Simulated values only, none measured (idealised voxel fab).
The process module that follows is named voxel ribs on slabs.
This is section cut - it's 280 nm across, gridded in 5 nm square cells.
When this document writes out a cross-section, it uses a grid of square cells and lists it as bands, beginning at the top and moving down, with a band standing for one or more rows of cells.
The entry gives the band's vertical extent as a top height and a bottom height in nm, then its horizontal make-up as materials from left to right, each with a width in nm. "empty" stands for empty space; a single material marked "full width" fills the band edge to edge.
The reference from which all heights are counted is 0, the level beneath which the as-received wafer is entirely one material; the lowest band, having no lower bound, proceeds downward and is written after the example "0 nm and below".
The width entry "30..40" should be interpreted row by row: the top row of cells in the band takes the first number, the bottom row takes the second number, and the change between adjacent rows is uniform throughout.
Any step labelled "all unchanged" changed none of the cells in the cross-section.
This entry, "Tabulated closed voids", enumerates those empty regions of no fewer than 8 cells that possess no open connection to the top. Each region is reported in the form width x height at distance, the distance being taken from the left edge, with all three quantities expressed in nm.
Text after the settings on a step's line: the simulator's own remark on that step.
"overlay nm" on a masked step: distance the mask lay right of its planned place, negative for left.

## Process steps foreseen in the plan
- 1: RECEIVE | material Si
- 2: DIRECTIONAL_DEP | material SiO2 | thk nm 25
- 3: DIRECTIONAL_DEP | material SiN | thk nm 25
- 4: DIRECTIONAL_DEP | material aC | thk nm 15
- 5: PATTERN | tone cover | mask id RIB | material resist | width nm 30 | thk nm 30 | overlay nm 0
- 6: DIRECTIONAL_ETCH | etch materials aC | depth nm 15
- 7: STRIP | etch materials resist
- 8: DIRECTIONAL_ETCH | etch materials SiN | depth nm 15
- 9: STRIP | etch materials aC
- 10: PATTERN | tone cover | mask id SLAB | material resist | width nm 60 | thk nm 20 | overlay nm 0
- 11: DIRECTIONAL_ETCH | etch materials SiN | depth nm 10
- 12: STRIP | etch materials resist
- 13: FILL_DEP | material SiO2 | thk nm 20
- 14: CMP | height nm 60
- 15: DIRECTIONAL_DEP | material TiN | thk nm 5
- 16: MASKED_ETCH | tone cover | mask id HEATER | width nm 40 | etch materials TiN | depth nm 5 | overlay nm 0
- 17: CONFORMAL_DEP | material SiN | thk nm 5

## So, the first of our two wafers, run just as we planned it

## Wafer cross-section on receipt, i.e. after step 1
  0 nm and below = Si full width
  Tabulated closed voids: none

## Cross-section through the wafer, step 2 finished
  25 nm to 0 nm = SiO2 full width
  At heights below 0, the structure remains unaltered.

## Cross-section through the wafer, step 3 finished
  50 nm to 25 nm = SiN full width
  At heights below 25, the structure remains unaltered.

## Cross-section through the wafer, step 4 finished
  65 nm to 50 nm = aC full width
  At heights below 50, the structure remains unaltered.

## Cross-section through the wafer, step 5 finished
  95 nm to 65 nm = 125 of empty  30 of resist  125 of empty
  At heights below 65, the structure remains unaltered.

## Cross-section through the wafer, step 6 finished
  80 nm to 65 nm = 125 of empty  30 of resist  125 of empty
  65 nm to 50 nm = 125 of empty  30 of aC  125 of empty
  At heights below 50, the structure remains unaltered.

## Cross-section through the wafer, step 7 finished
  65 nm to 50 nm = 125 of empty  30 of aC  125 of empty
  At heights below 50, the structure remains unaltered.

## Cross-section through the wafer, step 8 finished
  65 nm to 50 nm = 125 of empty  30 of aC  125 of empty
  50 nm to 35 nm = 125 of empty  30 of SiN  125 of empty
  At heights below 35, the structure remains unaltered.

## Cross-section through the wafer, step 9 finished
  50 nm to 35 nm = 125 of empty  30 of SiN  125 of empty
  At heights below 35, the structure remains unaltered.

## Cross-section through the wafer, step 10 finished
  70 nm to 50 nm = 110 of empty  60 of resist  110 of empty
  50 nm to 35 nm = 110 of empty  15 of resist  30 of SiN  15 of resist  110 of empty
  At heights below 35, the structure remains unaltered.

## Cross-section through the wafer, step 11 finished
  70 nm to 50 nm = 110 of empty  60 of resist  110 of empty
  50 nm to 35 nm = 110 of empty  15 of resist  30 of SiN  15 of resist  110 of empty
  35 nm to 25 nm = 110 of empty  60 of SiN  110 of empty
  At heights below 25, the structure remains unaltered.

## Cross-section through the wafer, step 12 finished
  50 nm to 35 nm = 125 of empty  30 of SiN  125 of empty
  At heights below 35, the structure remains unaltered.

## Cross-section through the wafer, step 13 finished
  70 nm to 50 nm = SiO2 full width
  50 nm to 35 nm = 125 of SiO2  30 of SiN  125 of SiO2
  35 nm to 25 nm = 110 of SiO2  60 of SiN  110 of SiO2
  At heights below 25, the structure remains unaltered.

## Cross-section through the wafer, step 14 finished
  60 nm to 50 nm = SiO2 full width
  At heights below 50, the structure remains unaltered.

## Cross-section through the wafer, step 15 finished
  65 nm to 60 nm = TiN full width
  At heights below 60, the structure remains unaltered.

## Cross-section through the wafer, step 16 finished
  65 nm to 60 nm = 120 of empty  40 of TiN  120 of empty
  At heights below 60, the structure remains unaltered.

## Cross-section through the wafer, step 17 finished
  70 nm to 65 nm = 115 of empty  50 of SiN  115 of empty
  65 nm to 60 nm = 120 of SiN  40 of TiN  120 of SiN
  At heights below 60, the structure remains unaltered.

## What follows concerns the second wafer, which started out like the first and was meant to follow the very same plan; one mistake crept in when it was run, but everything up to and including step 15 is the same as for the first wafer

## Cross-section of the second wafer when, according to plan, step 16 should have finished
  65 nm to 60 nm = 115 of empty  50 of TiN  115 of empty
  At heights below 60, the structure remains unaltered.

## Cross-section of the second wafer when, according to plan, step 17 should have finished
  70 nm to 65 nm = 110 of empty  60 of SiN  110 of empty
  65 nm to 60 nm = 115 of SiN  50 of TiN  115 of SiN
  At heights below 60, the structure remains unaltered.
Run error: step 16 did not use the planned setting and instead ran as MASKED_ETCH | tone cover | mask id HEATER | width nm 50 | etch materials TiN | depth nm 5 | overlay nm 0
Count the cells at the end and the second wafer has more or fewer of some materials than the first: TiN +2
